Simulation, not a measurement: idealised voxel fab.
The following is a process module called voxel tone inversion.
Xsec cut, 220 nm wide, square cell size 5 nm.
In this document a cross-section is written as a grid of square cells. It is given as a series of bands, listed from the top down, and a band is one or more rows of cells.
The entry gives the band's vertical extent as a top height and a bottom height in nm, then its horizontal make-up as materials from left to right, each with a width in nm. "air" stands for empty space; a single material marked "everywhere" fills the band edge to edge.
Heights from 0 (as-received wafer is one material below). Bottom band endless downward, as "0 -> down".
A two-number width, for instance "30 to 40", indicates that the width is equal to the first number in the top row of the band and to the second number in the bottom row, and that it changes by a constant amount per row of cells.
"no change occurred" for a step: no cell of the cross-section changed in that step.
Closed cavities: empty space of 8 cells or more with no open way to the top, each as width x height at its distance from the left edge, in nm
Heads up: the bit after the settings on a step's line is the simulator's remark on that step.
Among the settings permitted on a step's line is "overlay nm"; applied to a step with a mask, it specifies the extent to which the mask lay to the right of its planned position, whereas a negative figure signifies a position to the left.
### The steps planned for the process are as follows
- 1: RECEIVE [material Si]
- 2: CONFORMAL_DEP [material SiN] [thk nm 5]
- 3: DIRECTIONAL_DEP [material polySi] [thk nm 15]
- 4: PATTERN [tone cover] [mask id POSTS] [material resist] [width nm 20] [pitch nm 40] [thk nm 25] [overlay nm 0]
- 5: DIRECTIONAL_ETCH [etch materials polySi] [depth nm 15]
- 6: STRIP [etch materials resist]
- 7: FILL_DEP [material lowk] [thk nm 10]
- 8: CMP [height nm 20]
- 9: STRIP [etch materials polySi]
### First of two wafers, processed according to plan
### as received, after step 1
	0 -> down: Si everywhere
	Closed cavities: none
### The wafer, seen in cross-section, after step 2
	5 -> 0: SiN everywhere
	Below a height of 0, the structure has not been altered.
### The wafer, seen in cross-section, after step 3
	20 -> 5: polySi everywhere
	Below a height of 5, the structure has not been altered.
### The wafer, seen in cross-section, after step 4
	45 -> 20: air=60 / resist=20 / air=20 / resist=20 / air=20 / resist=20 / air=60
	Below a height of 20, the structure has not been altered.
### The wafer, seen in cross-section, after step 5
	45 -> 20: air=60 / resist=20 / air=20 / resist=20 / air=20 / resist=20 / air=60
	20 -> 5: air=60 / polySi=20 / air=20 / polySi=20 / air=20 / polySi=20 / air=60
	Below a height of 5, the structure has not been altered.
### The wafer, seen in cross-section, after step 6
	20 -> 5: air=60 / polySi=20 / air=20 / polySi=20 / air=20 / polySi=20 / air=60
	Below a height of 5, the structure has not been altered.
### The wafer, seen in cross-section, after step 7
	30 -> 20: lowk everywhere
	20 -> 5: lowk=60 / polySi=20 / lowk=20 / polySi=20 / lowk=20 / polySi=20 / lowk=60
	Below a height of 5, the structure has not been altered.
### The wafer, seen in cross-section, after step 8
	20 -> 5: lowk=60 / polySi=20 / lowk=20 / polySi=20 / lowk=20 / polySi=20 / lowk=60
	Below a height of 5, the structure has not been altered.
### The wafer, seen in cross-section, after step 9
	20 -> 5: lowk=60 / air=20 / lowk=20 / air=20 / lowk=20 / air=20 / lowk=60
	Below a height of 5, the structure has not been altered.
### It is to be noted that the second wafer proceeded from the same initial state and according to the same plan as the first, although one mistake was committed in its execution; through step 3, inclusive, the two wafers share an identical history
### Second wafer cross-section, taken as of the time the plan sets for step 4 to be done
	45 -> 20: air=60 / resist=25 / air=15 / resist=25 / air=15 / resist=25 / air=55
	Below a height of 20, the structure has not been altered.
### Second wafer cross-section, taken as of the time the plan sets for step 5 to be done
	45 -> 20: air=60 / resist=25 / air=15 / resist=25 / air=15 / resist=25 / air=55
	20 -> 5: air=60 / polySi=25 / air=15 / polySi=25 / air=15 / polySi=25 / air=55
	Below a height of 5, the structure has not been altered.
### Second wafer cross-section, taken as of the time the plan sets for step 6 to be done
	20 -> 5: air=60 / polySi=25 / air=15 / polySi=25 / air=15 / polySi=25 / air=55
	Below a height of 5, the structure has not been altered.
### Second wafer cross-section, taken as of the time the plan sets for step 7 to be done
	30 -> 20: lowk everywhere
	20 -> 5: lowk=60 / polySi=25 / lowk=15 / polySi=25 / lowk=15 / polySi=25 / lowk=55
	Below a height of 5, the structure has not been altered.
### Second wafer cross-section, taken as of the time the plan sets for step 8 to be done
	20 -> 5: lowk=60 / polySi=25 / lowk=15 / polySi=25 / lowk=15 / polySi=25 / lowk=55
	Below a height of 5, the structure has not been altered.
### Second wafer cross-section, taken as of the time the plan sets for step 9 to be done
	20 -> 5: lowk=60 / air=25 / lowk=15 / air=25 / lowk=15 / air=25 / lowk=55
	Below a height of 5, the structure has not been altered.
It is concluded that the wafer was processed incorrectly with respect to the plan, in that so step 4 ended up running with a different setting than we planned, it ran as PATTERN [tone cover] [mask id POSTS] [material resist] [width nm 25] [pitch nm 40] [thk nm 25] [overlay nm 0]
At the finish, the second wafer shows more or fewer cells for some materials than the first does: lowk -9
